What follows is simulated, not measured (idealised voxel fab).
process module | voxel self aligned contacts
The figure presents cross-section cut, which has a width of 235 nm and is divided into square cells with an edge length of 5 nm.
Just so we're on the same page, the cross-sections are grids of square cells, and they're listed out in bands top to bottom, each band one or more rows deep. Heads up on the band format: heights come first, top then bottom, in nm. After that it's the materials left to right, each with its width in nm. A single material flagged "all across" fills the whole band edge to edge, and "blank" means there's empty space there. Convention: height 0 is the level below which the wafer, as received, is all one material. The lowest band does not terminate at the bottom but continues downward, represented as "0 and below". The notation "30..40" denotes a width that varies across the rows of cells in the band, beginning at the first number in the top row, finishing at the second number in the bottom row, and changing by an identical amount from each row to the next. "remained the same" (step): cross-section cells unchanged, all of them. Basically, "Enclosed internal cavities" tells you about the enclosed voids: empty spaces with no open way to the top, 8 cells or bigger, each written width x height at distance, where distance is from the left edge, all in nm. Step line, after settings: the simulator's comment on this step. When a step includes a mask, the "overlay nm" setting on its line states how far to the right of its planned place that mask lay, and negative values state how far to the left.
-- Process steps foreseen in the plan
- 1: RECEIVE with material Si
- 2: OXIDIZE with depth nm 5
- 3: DIRECTIONAL_DEP with material polySi, thk nm 25
- 4: DIRECTIONAL_DEP with material SiN, thk nm 15
- 5: PATTERN with tone cover, mask id GATE, material resist, width nm 25, pitch nm 60, thk nm 15, overlay nm 0
- 6: DIRECTIONAL_ETCH with etch materials SiN, depth nm 15
- 7: DIRECTIONAL_ETCH with etch materials polySi, depth nm 25
- 8: STRIP with etch materials resist
- 9: CONFORMAL_DEP with material SiN, thk nm 5
- 10: DIRECTIONAL_ETCH with etch materials SiN, depth nm 5
- 11: FILL_DEP with material SiO2, thk nm 15
- 12: CMP with height nm 50
- 13: MASKED_ETCH with tone open, mask id CONTACT, width nm 45, etch materials SiO2, depth nm 55, overlay nm 0
- 14: CONFORMAL_DEP with material TiN, thk nm 5
- 15: FILL_DEP with material Ru, thk nm 10
- 16: CMP with height nm 50
- 17: CONFORMAL_DEP with material SiN, thk nm 5
-- As received (post step 1): cross-section
* 0 and below | Si all across
* Enclosed internal cavities: none
-- The following cross-section depicts the wafer upon conclusion of the module. Processing commenced from the starting condition illustrated above and adhered to the plan illustrated above, save for one mistake in execution
* 55 down to 50 | SiN all across
* 50 down to 45 | SiO2=70, then SiN=35, then TiN=5, then Ru=15, then TiN=5, then SiN=35, then SiO2=70
* 45 down to 40 | SiO2=70, then SiN=35, then TiN=25, then SiN=35, then SiO2=70
* 40 down to 25 | SiN all across
* 25 down to 0 | polySi all across
* 0 down to -5 | SiO2 all across
* -5 and below | Si all across
* Enclosed internal cavities: none
Misprocessing identified: step 4 from the plan got run twice
